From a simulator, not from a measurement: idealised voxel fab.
You're looking at the process module voxel self aligned contacts.
Pictured: cross-section cut, 265 nm wide, on a grid of 5 nm square cells.
For the purposes of this document, a cross-section shall be understood as a grid of square cells, specified as bands listed in top-to-bottom order, each band consisting of one or more rows of cells. Top, bottom (nm), then materials left to right with widths (nm); lone material tagged "everywhere" fills the whole band edge to edge; "blank" = empty space. Convention: height 0 is the level below which the wafer, as received, is all one material. The lowest band does not terminate at the bottom but continues downward, represented as "z 0 and below". Per-row width for "30->40": begins at first number (top row of band), ends at second number (bottom row), increment between rows held constant. Key: "no alterations made" - step with no changed cell in the cross-section. Reported under the label "Sealed void list" are the empty spaces having no open way to the top and comprising 8 cells or more; the notation for each is width x height at distance, in which the distance is measured from the left edge and all three values are in nm. Post-settings text on a step line: simulator's own remark regarding the step. overlay nm: step with mask; distance mask lay right of planned place; negative value = left of planned place.
[This section lists the process steps that were planned]
1 RECEIVE,material Si
2 OXIDIZE,depth nm 5
3 DIRECTIONAL_DEP,material polySi,thk nm 30
4 DIRECTIONAL_DEP,material SiN,thk nm 20
5 DIRECTIONAL_DEP,material aC,thk nm 15
6 PATTERN,tone cover,mask id GATE,material resist,width nm 35,pitch nm 70,thk nm 30,overlay nm 0
7 DIRECTIONAL_ETCH,etch materials aC,depth nm 15
8 STRIP,etch materials resist
9 DIRECTIONAL_ETCH,etch materials SiN,depth nm 20
10 DIRECTIONAL_ETCH,etch materials polySi,depth nm 30
11 STRIP,etch materials aC
12 CONFORMAL_DEP,material SiN,thk nm 5
13 DIRECTIONAL_ETCH,etch materials SiN,depth nm 5
14 FILL_DEP,material SiO2,thk nm 10
15 CMP,height nm 55
16 PATTERN,tone open,mask id CONTACT,material resist,width nm 55,thk nm 15,overlay nm 0
17 DIRECTIONAL_ETCH,etch materials SiO2,depth nm 60
18 STRIP,etch materials resist
19 CONFORMAL_DEP,material TiN,thk nm 5
20 FILL_DEP,material Ru,thk nm 10
21 CMP,height nm 55
22 CONFORMAL_DEP,material SiN,thk nm 5
[Cross-section of the wafer upon arrival, representing the state reached after step 1]
* z 0 and below = Si everywhere
* Sealed void list: none
[The first of two wafers, cross-sectioned at the end of the module, with the run proceeding as planned]
* z 60 to 55 = SiN everywhere
* z 55 to 50 = SiO2 105 nm | TiN 20 nm | Ru 15 nm | TiN 20 nm | SiO2 105 nm
* z 50 to 30 = SiO2 75 nm | SiN 45 nm | TiN 5 nm | Ru 15 nm | TiN 5 nm | SiN 45 nm | SiO2 75 nm
* z 30 to 0 = SiO2 75 nm | SiN 5 nm | polySi 35 nm | SiN 5 nm | TiN 5 nm | Ru 15 nm | TiN 5 nm | SiN 5 nm | polySi 35 nm | SiN 5 nm | SiO2 75 nm
* z 0 to -5 = SiO2 120 nm | TiN 25 nm | SiO2 120 nm
* z -5 and below = Si everywhere
* Sealed void list: none
[The second wafer, shown in cross-section after the module: started the same way as the first and given the same plan, yet one mistake crept into how it was run]
* z 60 to 55 = SiN everywhere
* z 55 to 50 = SiO2 105 nm | TiN 20 nm | aC 15 nm | TiN 20 nm | SiO2 105 nm
* z 50 to 30 = SiO2 75 nm | SiN 45 nm | TiN 5 nm | aC 15 nm | TiN 5 nm | SiN 45 nm | SiO2 75 nm
* z 30 to 0 = SiO2 75 nm | SiN 5 nm | polySi 35 nm | SiN 5 nm | TiN 5 nm | aC 15 nm | TiN 5 nm | SiN 5 nm | polySi 35 nm | SiN 5 nm | SiO2 75 nm
* z 0 to -5 = SiO2 120 nm | TiN 25 nm | SiO2 120 nm
* z -5 and below = Si everywhere
* Sealed void list: none
Where did the run depart from the plan? step 20 ran with different settings than intended, the actual operation and settings being FILL_DEP,material aC,thk nm 10
End of process, cell counts, second wafer against first, materials with more or fewer: 33 fewer of Ru, 33 more of aC
